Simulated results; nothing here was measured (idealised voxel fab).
Herein follows the process module entitled voxel trench capacitor.
Square cells of 5 nm make up the cross-section cut, whose width is 300 nm.
This document writes a cross-section as a grid whose cells are square, and gives it as bands, listed from the top down; one or more rows of cells form a band.
Look at the band entry: it leads with the top's height and the bottom's height in nm. Then it lists the materials left to right, with a width in nm for each. The word "full width" on a single material says that material fills the band edge to edge. The word "blank" is empty space.
The level at which height equals 0 is the one under which the wafer, as it arrives, is entirely one material. No lower edge exists for the bottom band, which continues downward and is notated as in "0 nm and below".
When a width is written as two numbers, as in "30 to 40", the first number is the width in the top row of cells of the band and the second is the width in its bottom row, and the width changes by the same amount from each row to the next.
Take "no modification" at face value: in the step it is given for, the cross-section changed in none of its cells.
Any empty space of 8 cells or more lacking an open way to the top shows up in "Unvented internal voids" as width x height at distance, distance from the left edge, in nm.
Whatever follows a step's settings on its line is a remark the simulator itself makes about that step.
You can add "overlay nm" to a step's line. For a step with a mask, it describes how far the mask lay to the right of its planned position, and a negative number describes a lay to the left.
Each pair below shows a cross-section before one step and the cross-section after it, down to the lowest band that changed. The line under each pair gives the step between them, with its settings. The pairs can come from different runs of this module on the same starting wafer, so a pair continues from the pair above only where its "State before" says so.
[State before]
    20 nm to 15 nm: 55 TiN | 15 blank | 45 TiN | 15 blank | 45 TiN | 15 blank | 45 TiN | 15 blank | 50 TiN
    15 nm to 10 nm: 50 HfO2 | 5 TiN | 15 blank | 5 TiN | 35 HfO2 | 5 TiN | 15 blank | 5 TiN | 35 HfO2 | 5 TiN | 15 blank | 5 TiN | 35 HfO2 | 5 TiN | 15 blank | 5 TiN | 45 HfO2
    10 nm to 0 nm: 45 SiN | 5 HfO2 | 5 TiN | 15 blank | 5 TiN | 5 HfO2 | 25 SiN | 5 HfO2 | 5 TiN | 15 blank | 5 TiN | 5 HfO2 | 25 SiN | 5 HfO2 | 5 TiN | 15 blank | 5 TiN | 5 HfO2 | 25 SiN | 5 HfO2 | 5 TiN | 15 blank | 5 TiN | 5 HfO2 | 40 SiN
    0 nm to -20 nm: 45 Si | 5 HfO2 | 5 TiN | 15 blank | 5 TiN | 5 HfO2 | 25 Si | 5 HfO2 | 5 TiN | 15 blank | 5 TiN | 5 HfO2 | 25 Si | 5 HfO2 | 5 TiN | 15 blank | 5 TiN | 5 HfO2 | 25 Si | 5 HfO2 | 5 TiN | 15 blank | 5 TiN | 5 HfO2 | 40 Si
    -20 nm to -25 nm: 45 Si | 5 HfO2 | 25 TiN | 5 HfO2 | 25 Si | 5 HfO2 | 25 TiN | 5 HfO2 | 25 Si | 5 HfO2 | 25 TiN | 5 HfO2 | 25 Si | 5 HfO2 | 25 TiN | 5 HfO2 | 40 Si
    -25 nm to -30 nm: 45 Si | 35 HfO2 | 25 Si | 35 HfO2 | 25 Si | 35 HfO2 | 25 Si | 35 HfO2 | 40 Si
    -30 nm and below: Si full width
    Unvented internal voids: none
[Post-Process View]
    30 nm to 20 nm: W full width
    20 nm to 15 nm: 55 TiN | 15 W | 45 TiN | 15 W | 45 TiN | 15 W | 45 TiN | 15 W | 50 TiN
    15 nm to 10 nm: 50 HfO2 | 5 TiN | 15 W | 5 TiN | 35 HfO2 | 5 TiN | 15 W | 5 TiN | 35 HfO2 | 5 TiN | 15 W | 5 TiN | 35 HfO2 | 5 TiN | 15 W | 5 TiN | 45 HfO2
    10 nm to 0 nm: 45 SiN | 5 HfO2 | 5 TiN | 15 W | 5 TiN | 5 HfO2 | 25 SiN | 5 HfO2 | 5 TiN | 15 W | 5 TiN | 5 HfO2 | 25 SiN | 5 HfO2 | 5 TiN | 15 W | 5 TiN | 5 HfO2 | 25 SiN | 5 HfO2 | 5 TiN | 15 W | 5 TiN | 5 HfO2 | 40 SiN
    0 nm to -20 nm: 45 Si | 5 HfO2 | 5 TiN | 15 W | 5 TiN | 5 HfO2 | 25 Si | 5 HfO2 | 5 TiN | 15 W | 5 TiN | 5 HfO2 | 25 Si | 5 HfO2 | 5 TiN | 15 W | 5 TiN | 5 HfO2 | 25 Si | 5 HfO2 | 5 TiN | 15 W | 5 TiN | 5 HfO2 | 40 Si
    Rest of section, below -20: as before.
    Unvented internal voids: none
It is this step that lies between the two cross-sections above: FILL_DEP (material W; thk nm 10)
State before: same picture as after in the pair right above, so we don't repeat it.
[Post-Process View]
    10 nm to 0 nm: 45 SiN | 5 HfO2 | 5 TiN | 15 W | 5 TiN | 5 HfO2 | 25 SiN | 5 HfO2 | 5 TiN | 15 W | 5 TiN | 5 HfO2 | 25 SiN | 5 HfO2 | 5 TiN | 15 W | 5 TiN | 5 HfO2 | 25 SiN | 5 HfO2 | 5 TiN | 15 W | 5 TiN | 5 HfO2 | 40 SiN
    Rest of section, below 0: as before.
    Unvented internal voids: none
It is this step that lies between the two cross-sections above: CMP (height nm 10)
[State before]
    10 nm to 0 nm: SiN full width
    0 nm and below: Si full width
    Unvented internal voids: none
[Post-Process View]
    25 nm to 10 nm: 55 resist | 30 blank | 30 resist | 30 blank | 30 resist | 30 blank | 30 resist | 30 blank | 35 resist
    Rest of section, below 10: as before.
    Unvented internal voids: none
It is this step that lies between the two cross-sections above: PATTERN (tone open; mask id TRENCH; material resist; width nm 30; pitch nm 60; thk nm 15; overlay nm 10)
State before: same picture as after in the pair right above, so we don't repeat it.
[Post-Process View]
    25 nm to 10 nm: 55 resist | 30 blank | 30 resist | 30 blank | 30 resist | 30 blank | 30 resist | 30 blank | 35 resist
    10 nm to 0 nm: 55 SiN | 30 blank | 30 SiN | 30 blank | 30 SiN | 30 blank | 30 SiN | 30 blank | 35 SiN
    Rest of section, below 0: as before.
    Unvented internal voids: none
It is this step that lies between the two cross-sections above: DIRECTIONAL_ETCH (etch materials SiN; depth nm 10)
State before: same picture as after in the pair right above, so we don't repeat it.
[Post-Process View]
    25 nm to 10 nm: 55 resist | 30 blank | 30 resist | 30 blank | 30 resist | 30 blank | 30 resist | 30 blank | 35 resist
    10 nm to 0 nm: 55 SiN | 30 blank | 30 SiN | 30 blank | 30 SiN | 30 blank | 30 SiN | 30 blank | 35 SiN
    0 nm to -30 nm: 55 Si | 30 blank | 30 Si | 30 blank | 30 Si | 30 blank | 30 Si | 30 blank | 35 Si
    Rest of section, below -30: as before.
    Unvented internal voids: none
It is this step that lies between the two cross-sections above: DIRECTIONAL_ETCH (etch materials Si; depth nm 30)
State before: same picture as after in the pair right above, so we don't repeat it.
[Post-Process View]
    10 nm to 0 nm: 55 SiN | 30 blank | 30 SiN | 30 blank | 30 SiN | 30 blank | 30 SiN | 30 blank | 35 SiN
    Rest of section, below 0: as before.
    Unvented internal voids: none
It is this step that lies between the two cross-sections above: STRIP (etch materials resist)
State before: same picture as after in the pair right above, so we don't repeat it.
[Post-Process View]
    15 nm to 10 nm: 60 HfO2 | 20 blank | 40 HfO2 | 20 blank | 40 HfO2 | 20 blank | 40 HfO2 | 20 blank | 40 HfO2
    10 nm to 0 nm: 55 SiN | 5 HfO2 | 20 blank | 5 HfO2 | 30 SiN | 5 HfO2 | 20 blank | 5 HfO2 | 30 SiN | 5 HfO2 | 20 blank | 5 HfO2 | 30 SiN | 5 HfO2 | 20 blank | 5 HfO2 | 35 SiN
    0 nm to -25 nm: 55 Si | 5 HfO2 | 20 blank | 5 HfO2 | 30 Si | 5 HfO2 | 20 blank | 5 HfO2 | 30 Si | 5 HfO2 | 20 blank | 5 HfO2 | 30 Si | 5 HfO2 | 20 blank | 5 HfO2 | 35 Si
    -25 nm to -30 nm: 55 Si | 30 HfO2 | 30 Si | 30 HfO2 | 30 Si | 30 HfO2 | 30 Si | 30 HfO2 | 35 Si
    Rest of section, below -30: as before.
    Unvented internal voids: none
It is this step that lies between the two cross-sections above: CONFORMAL_DEP (material HfO2; thk nm 5)
State before: same picture as after in the pair right above, so we don't repeat it.
[Post-Process View]
    20 nm to 15 nm: 65 TiN | 10 blank | 50 TiN | 10 blank | 50 TiN | 10 blank | 50 TiN | 10 blank | 45 TiN
    15 nm to 10 nm: 60 HfO2 | 5 TiN | 10 blank | 5 TiN | 40 HfO2 | 5 TiN | 10 blank | 5 TiN | 40 HfO2 | 5 TiN | 10 blank | 5 TiN | 40 HfO2 | 5 TiN | 10 blank | 5 TiN | 40 HfO2
    10 nm to 0 nm: 55 SiN | 5 HfO2 | 5 TiN | 10 blank | 5 TiN | 5 HfO2 | 30 SiN | 5 HfO2 | 5 TiN | 10 blank | 5 TiN | 5 HfO2 | 30 SiN | 5 HfO2 | 5 TiN | 10 blank | 5 TiN | 5 HfO2 | 30 SiN | 5 HfO2 | 5 TiN | 10 blank | 5 TiN | 5 HfO2 | 35 SiN
    0 nm to -20 nm: 55 Si | 5 HfO2 | 5 TiN | 10 blank | 5 TiN | 5 HfO2 | 30 Si | 5 HfO2 | 5 TiN | 10 blank | 5 TiN | 5 HfO2 | 30 Si | 5 HfO2 | 5 TiN | 10 blank | 5 TiN | 5 HfO2 | 30 Si | 5 HfO2 | 5 TiN | 10 blank | 5 TiN | 5 HfO2 | 35 Si
    -20 nm to -25 nm: 55 Si | 5 HfO2 | 20 TiN | 5 HfO2 | 30 Si | 5 HfO2 | 20 TiN | 5 HfO2 | 30 Si | 5 HfO2 | 20 TiN | 5 HfO2 | 30 Si | 5 HfO2 | 20 TiN | 5 HfO2 | 35 Si
    Rest of section, below -25: as before.
    Unvented internal voids: none
It is this step that lies between the two cross-sections above: CONFORMAL_DEP (material TiN; thk nm 5)
State before: same picture as after in the pair right above, so we don't repeat it.
[Post-Process View]
    30 nm to 20 nm: W full width
    20 nm to 15 nm: 65 TiN | 10 W | 50 TiN | 10 W | 50 TiN | 10 W | 50 TiN | 10 W | 45 TiN
    15 nm to 10 nm: 60 HfO2 | 5 TiN | 10 W | 5 TiN | 40 HfO2 | 5 TiN | 10 W | 5 TiN | 40 HfO2 | 5 TiN | 10 W | 5 TiN | 40 HfO2 | 5 TiN | 10 W | 5 TiN | 40 HfO2
    10 nm to 0 nm: 55 SiN | 5 HfO2 | 5 TiN | 10 W | 5 TiN | 5 HfO2 | 30 SiN | 5 HfO2 | 5 TiN | 10 W | 5 TiN | 5 HfO2 | 30 SiN | 5 HfO2 | 5 TiN | 10 W | 5 TiN | 5 HfO2 | 30 SiN | 5 HfO2 | 5 TiN | 10 W | 5 TiN | 5 HfO2 | 35 SiN
    0 nm to -20 nm: 55 Si | 5 HfO2 | 5 TiN | 10 W | 5 TiN | 5 HfO2 | 30 Si | 5 HfO2 | 5 TiN | 10 W | 5 TiN | 5 HfO2 | 30 Si | 5 HfO2 | 5 TiN | 10 W | 5 TiN | 5 HfO2 | 30 Si | 5 HfO2 | 5 TiN | 10 W | 5 TiN | 5 HfO2 | 35 Si
    Rest of section, below -20: as before.
    Unvented internal voids: none
It is this step that lies between the two cross-sections above: FILL_DEP (material W; thk nm 10)
State before: same picture as after in the pair right above, so we don't repeat it.
[Post-Process View]
    10 nm to 0 nm: 55 SiN | 5 HfO2 | 5 TiN | 10 W | 5 TiN | 5 HfO2 | 30 SiN | 5 HfO2 | 5 TiN | 10 W | 5 TiN | 5 HfO2 | 30 SiN | 5 HfO2 | 5 TiN | 10 W | 5 TiN | 5 HfO2 | 30 SiN | 5 HfO2 | 5 TiN | 10 W | 5 TiN | 5 HfO2 | 35 SiN
    Rest of section, below 0: as before.
    Unvented internal voids: none
It is this step that lies between the two cross-sections above: CMP (height nm 10)
[State before]
    0 nm and below: Si full width
    Unvented internal voids: none
[Post-Process View]
    10 nm to 0 nm: W full width
    Rest of section, below 0: as before.
    Unvented internal voids: none
It is this step that lies between the two cross-sections above: CONFORMAL_DEP (material W; thk nm 10)
State before: same picture as after in the pair right above, so we don't repeat it.
[Post-Process View]
    25 nm to 10 nm: 45 resist | 30 blank | 30 resist | 30 blank | 30 resist | 30 blank | 30 resist | 30 blank | 45 resist
    Rest of section, below 10: as before.
    Unvented internal voids: none
It is this step that lies between the two cross-sections above: PATTERN (tone open; mask id TRENCH; material resist; width nm 30; pitch nm 60; thk nm 15; overlay nm 0)
State before: same picture as after in the pair right above, so we don't repeat it.
[Post-Process View]
    10 nm to 0 nm: W full width
    Rest of section, below 0: as before.
    Unvented internal voids: none
It is this step that lies between the two cross-sections above: STRIP (etch materials resist)
State before: same picture as after in the pair right above, so we don't repeat it.
[Post-Process View]
    15 nm to 10 nm: HfO2 full width
    Rest of section, below 10: as before.
    Unvented internal voids: none
It is this step that lies between the two cross-sections above: CONFORMAL_DEP (material HfO2; thk nm 5)
State before: same picture as after in the pair right above, so we don't repeat it.
[Post-Process View]
    20 nm to 15 nm: TiN full width
    Rest of section, below 15: as before.
    Unvented internal voids: none
It is this step that lies between the two cross-sections above: CONFORMAL_DEP (material TiN; thk nm 5)
State before: same picture as after in the pair right above, so we don't repeat it.
[Post-Process View]
    30 nm to 20 nm: W full width
    Rest of section, below 20: as before.
    Unvented internal voids: none
It is this step that lies between the two cross-sections above: FILL_DEP (material W; thk nm 10)
State before: same picture as after in the pair right above, so we don't repeat it.
[Post-Process View]
    10 nm to 0 nm: W full width
    Rest of section, below 0: as before.
    Unvented internal voids: none
It is this step that lies between the two cross-sections above: CMP (height nm 10)
[State before]
    10 nm to 0 nm: SiN full width
    0 nm and below: Si full width
    Unvented internal voids: none
[Post-Process View]
    25 nm to 10 nm: 45 blank | 30 resist | 30 blank | 30 resist | 30 blank | 30 resist | 30 blank | 30 resist | 45 blank
    Rest of section, below 10: as before.
    Unvented internal voids: none
It is this step that lies between the two cross-sections above: PATTERN (tone cover; mask id TRENCH; material resist; width nm 30; pitch nm 60; thk nm 15; overlay nm 0)
State before: same picture as after in the pair right above, so we don't repeat it.
[Post-Process View]
    25 nm to 10 nm: 45 blank | 30 resist | 30 blank | 30 resist | 30 blank | 30 resist | 30 blank | 30 resist | 45 blank
    10 nm to 0 nm: 45 blank | 30 SiN | 30 blank | 30 SiN | 30 blank | 30 SiN | 30 blank | 30 SiN | 45 blank
    Rest of section, below 0: as before.
    Unvented internal voids: none
It is this step that lies between the two cross-sections above: DIRECTIONAL_ETCH (etch materials SiN; depth nm 10)
State before: same picture as after in the pair right above, so we don't repeat it.
[Post-Process View]
    25 nm to 10 nm: 45 blank | 30 resist | 30 blank | 30 resist | 30 blank | 30 resist | 30 blank | 30 resist | 45 blank
    10 nm to 0 nm: 45 blank | 30 SiN | 30 blank | 30 SiN | 30 blank | 30 SiN | 30 blank | 30 SiN | 45 blank
    0 nm to -30 nm: 45 blank | 30 Si | 30 blank | 30 Si | 30 blank | 30 Si | 30 blank | 30 Si | 45 blank
    Rest of section, below -30: as before.
    Unvented internal voids: none
It is this step that lies between the two cross-sections above: DIRECTIONAL_ETCH (etch materials Si; depth nm 30)
State before: same picture as after in the pair right above, so we don't repeat it.
[Post-Process View]
    10 nm to 0 nm: 45 blank | 30 SiN | 30 blank | 30 SiN | 30 blank | 30 SiN | 30 blank | 30 SiN | 45 blank
    Rest of section, below 0: as before.
    Unvented internal voids: none
It is this step that lies between the two cross-sections above: STRIP (etch materials resist)
State before: same picture as after in the pair right above, so we don't repeat it.
[Post-Process View]
    15 nm to 10 nm: 40 blank | 40 HfO2 | 20 blank | 40 HfO2 | 20 blank | 40 HfO2 | 20 blank | 40 HfO2 | 40 blank
    10 nm to 0 nm: 40 blank | 5 HfO2 | 30 SiN | 5 HfO2 | 20 blank | 5 HfO2 | 30 SiN | 5 HfO2 | 20 blank | 5 HfO2 | 30 SiN | 5 HfO2 | 20 blank | 5 HfO2 | 30 SiN | 5 HfO2 | 40 blank
    0 nm to -25 nm: 40 blank | 5 HfO2 | 30 Si | 5 HfO2 | 20 blank | 5 HfO2 | 30 Si | 5 HfO2 | 20 blank | 5 HfO2 | 30 Si | 5 HfO2 | 20 blank | 5 HfO2 | 30 Si | 5 HfO2 | 40 blank
    -25 nm to -30 nm: 45 HfO2 | 30 Si | 30 HfO2 | 30 Si | 30 HfO2 | 30 Si | 30 HfO2 | 30 Si | 45 HfO2
    Rest of section, below -30: as before.
    Unvented internal voids: none
It is this step that lies between the two cross-sections above: CONFORMAL_DEP (material HfO2; thk nm 5)
State before: same picture as after in the pair right above, so we don't repeat it.
[Post-Process View]
    20 nm to 15 nm: 35 blank | 50 TiN | 10 blank | 50 TiN | 10 blank | 50 TiN | 10 blank | 50 TiN | 35 blank
    15 nm to 10 nm: 35 blank | 5 TiN | 40 HfO2 | 5 TiN | 10 blank | 5 TiN | 40 HfO2 | 5 TiN | 10 blank | 5 TiN | 40 HfO2 | 5 TiN | 10 blank | 5 TiN | 40 HfO2 | 5 TiN | 35 blank
    10 nm to 0 nm: 35 blank | 5 TiN | 5 HfO2 | 30 SiN | 5 HfO2 | 5 TiN | 10 blank | 5 TiN | 5 HfO2 | 30 SiN | 5 HfO2 | 5 TiN | 10 blank | 5 TiN | 5 HfO2 | 30 SiN | 5 HfO2 | 5 TiN | 10 blank | 5 TiN | 5 HfO2 | 30 SiN | 5 HfO2 | 5 TiN | 35 blank
    0 nm to -20 nm: 35 blank | 5 TiN | 5 HfO2 | 30 Si | 5 HfO2 | 5 TiN | 10 blank | 5 TiN | 5 HfO2 | 30 Si | 5 HfO2 | 5 TiN | 10 blank | 5 TiN | 5 HfO2 | 30 Si | 5 HfO2 | 5 TiN | 10 blank | 5 TiN | 5 HfO2 | 30 Si | 5 HfO2 | 5 TiN | 35 blank
    -20 nm to -25 nm: 40 TiN | 5 HfO2 | 30 Si | 5 HfO2 | 20 TiN | 5 HfO2 | 30 Si | 5 HfO2 | 20 TiN | 5 HfO2 | 30 Si | 5 HfO2 | 20 TiN | 5 HfO2 | 30 Si | 5 HfO2 | 40 TiN
    Rest of section, below -25: as before.
    Unvented internal voids: none
It is this step that lies between the two cross-sections above: CONFORMAL_DEP (material TiN; thk nm 5)
State before: same picture as after in the pair right above, so we don't repeat it.
[Post-Process View]
    30 nm to 20 nm: W full width
    20 nm to 15 nm: 35 W | 50 TiN | 10 W | 50 TiN | 10 W | 50 TiN | 10 W | 50 TiN | 35 W
    15 nm to 10 nm: 35 W | 5 TiN | 40 HfO2 | 5 TiN | 10 W | 5 TiN | 40 HfO2 | 5 TiN | 10 W | 5 TiN | 40 HfO2 | 5 TiN | 10 W | 5 TiN | 40 HfO2 | 5 TiN | 35 W
    10 nm to 0 nm: 35 W | 5 TiN | 5 HfO2 | 30 SiN | 5 HfO2 | 5 TiN | 10 W | 5 TiN | 5 HfO2 | 30 SiN | 5 HfO2 | 5 TiN | 10 W | 5 TiN | 5 HfO2 | 30 SiN | 5 HfO2 | 5 TiN | 10 W | 5 TiN | 5 HfO2 | 30 SiN | 5 HfO2 | 5 TiN | 35 W
    0 nm to -20 nm: 35 W | 5 TiN | 5 HfO2 | 30 Si | 5 HfO2 | 5 TiN | 10 W | 5 TiN | 5 HfO2 | 30 Si | 5 HfO2 | 5 TiN | 10 W | 5 TiN | 5 HfO2 | 30 Si | 5 HfO2 | 5 TiN | 10 W | 5 TiN | 5 HfO2 | 30 Si | 5 HfO2 | 5 TiN | 35 W
    Rest of section, below -20: as before.
    Unvented internal voids: none
It is this step that lies between the two cross-sections above: FILL_DEP (material W; thk nm 10)
State before: same picture as after in the pair right above, so we don't repeat it.
[Post-Process View]
    10 nm to 0 nm: 35 W | 5 TiN | 5 HfO2 | 30 SiN | 5 HfO2 | 5 TiN | 10 W | 5 TiN | 5 HfO2 | 30 SiN | 5 HfO2 | 5 TiN | 10 W | 5 TiN | 5 HfO2 | 30 SiN | 5 HfO2 | 5 TiN | 10 W | 5 TiN | 5 HfO2 | 30 SiN | 5 HfO2 | 5 TiN | 35 W
    Rest of section, below 0: as before.
    Unvented internal voids: none
It is this step that lies between the two cross-sections above: CMP (height nm 10)
